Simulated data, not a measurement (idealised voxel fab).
The following is a process module called voxel wiring stack.
Shown is cross-section cut, with a width of 205 nm and square cells of size 5 nm.
A cross-section is written here as square cells arranged in a grid, and it is given in bands from the top down, each band taking up one or more rows of cells. Look at the band entry: it leads with the top's height and the bottom's height in nm. Then it lists the materials left to right, with a width in nm for each. The word "all across" on a single material says that material fills the band edge to edge. The word "blank" is empty space. A quick word on heights: they are counted from 0, and under that level the wafer as it came to us is one material throughout. The lowest band is different from the rest in having no bottom; it simply continues downward, written as in "top 0, no bottom". A width given as "30->40" starts at the first number in the band's top row and ends at the second number in its bottom row, shifting by an equal amount at every step from row to row. A step reported as "nothing changed" is a step in which no cell of the cross-section changed. The label "Trapped cavities" introduces a list of the empty spaces, 8 cells or larger, that have no open way up to the top; each entry in it reads width x height at distance, where the distance is taken from the left edge and all three are stated in nm. Past the settings on a step's line: simulator remark, on that step. If you see "overlay nm" on a step's line and that step has a mask, it's telling you how far right of where it was planned the mask ended up; a negative number means it went left instead.

PLANNED STEP LIST FOR THE PROCESS
1) op RECEIVE | material Si
2) op CONFORMAL_DEP | material SiO2 | thk nm 10
3) op CONFORMAL_DEP | material SiCN | thk nm 5
4) op DIRECTIONAL_DEP | material SiO2 | thk nm 25
5) op PATTERN | tone open | mask id METAL_1 | material resist | width nm 25 | pitch nm 40 | thk nm 20 | overlay nm 0
6) op DIRECTIONAL_ETCH | etch materials SiO2 | depth nm 25
7) op DIRECTIONAL_ETCH | etch materials SiCN | depth nm 5
8) op STRIP | etch materials resist
9) op CONFORMAL_DEP | material TiN | thk nm 5
10) op FILL_DEP | material Cu | thk nm 10
11) op CMP | height nm 40
12) op CONFORMAL_DEP | material SiCN | thk nm 5
13) op DIRECTIONAL_DEP | material SiO2 | thk nm 15
14) op DIRECTIONAL_DEP | material aC | thk nm 15
15) op PATTERN | tone open | mask id PLUG_1 | material resist | width nm 15 | thk nm 30 | overlay nm 0
16) op DIRECTIONAL_ETCH | etch materials aC | depth nm 15
17) op STRIP | etch materials resist
18) op DIRECTIONAL_ETCH | etch materials SiO2 | depth nm 15
19) op DIRECTIONAL_ETCH | etch materials SiCN | depth nm 5
20) op STRIP | etch materials aC
21) op EPI | material Ru | thk nm 10
22) op EPI | material Ru | thk nm 10
23) op DIRECTIONAL_DEP | material TiN | thk nm 5
24) op DIRECTIONAL_DEP | material Ru | thk nm 15
25) op DIRECTIONAL_DEP | material aC | thk nm 10
26) op PATTERN | tone cover | mask id METAL_2 | material resist | width nm 25 | pitch nm 40 | thk nm 25 | overlay nm 0
27) op DIRECTIONAL_ETCH | etch materials aC | depth nm 10
28) op STRIP | etch materials resist
29) op DIRECTIONAL_ETCH | etch materials Ru | depth nm 15
30) op DIRECTIONAL_ETCH | etch materials TiN | depth nm 5
31) op STRIP | etch materials aC
32) op CONFORMAL_DEP | material SiCN | thk nm 5
33) op FILL_DEP | material SiO2 | thk nm 10
34) op CMP | height nm 80
35) op CONFORMAL_DEP | material SiN | thk nm 5

THIS IS THE CROSS-SECTION OF THE WAFER AS WE RECEIVED IT, I.E. AFTER STEP 1
top 0, no bottom = Si all across
Trapped cavities: none

MODULE COMPLETE - CROSS-SECTION OF THE FIRST OF TWO WAFERS, RUN ACCORDING TO PLAN
top 85, bottom 80 = SiN all across
top 80, bottom 65 = SiO2 (65)  SiCN (5)  Ru (25)  SiCN (5)  SiO2 (5)  SiCN (5)  Ru (25)  SiCN (5)  SiO2 (65)
top 65, bottom 60 = SiCN (70)  TiN (25)  SiCN (15)  TiN (25)  SiCN (70)
top 60, bottom 45 = SiO2 (70)  Ru (15)  SiO2 (120)
top 45, bottom 40 = SiCN (70)  Ru (15)  SiCN (120)
top 40, bottom 15 = SiO2 (70)  TiN (5)  Cu (15)  TiN (5)  SiO2 (15)  TiN (5)  Cu (15)  TiN (5)  SiO2 (70)
top 15, bottom 10 = SiCN (70)  TiN (25)  SiCN (15)  TiN (25)  SiCN (70)
top 10, bottom 0 = SiO2 all across
top 0, no bottom = Si all across
Trapped cavities: none

CROSS-SECTION OF THE LATTER OF THE TWO WAFERS AT MODULE COMPLETION. IT HAD AN IDENTICAL START AND AN IDENTICAL PLAN TO THE FORMER; IN RUNNING IT, ONE MISTAKE WAS MADE
top 85, bottom 80 = SiN all across
top 80, bottom 65 = SiO2 (65)  SiCN (5)  Ru (25)  SiCN (5)  SiO2 (5)  SiCN (5)  Ru (25)  SiCN (5)  SiO2 (65)
top 65, bottom 60 = SiCN (70)  TiN (25)  SiCN (15)  TiN (25)  SiCN (70)
top 60, bottom 45 = SiO2 (70)  Ru (15)  SiO2 (120)
top 45, bottom 40 = SiCN (70)  Ru (15)  SiCN (120)
top 40, bottom 15 = SiO2 (65)  TiN (5)  Cu (15)  TiN (5)  SiO2 (15)  TiN (5)  Cu (15)  TiN (5)  SiO2 (75)
top 15, bottom 10 = SiCN (65)  TiN (25)  SiCN (15)  TiN (25)  SiCN (75)
top 10, bottom 0 = SiO2 all across
top 0, no bottom = Si all across
Trapped cavities: none
Where did the run depart from the plan? step 5 off recipe, ran as op PATTERN | tone open | mask id METAL_1 | material resist | width nm 25 | pitch nm 40 | thk nm 20 | overlay nm -5
By the end, you'd get the same cell count for each material on either wafer, but the second wafer puts them somewhere else.
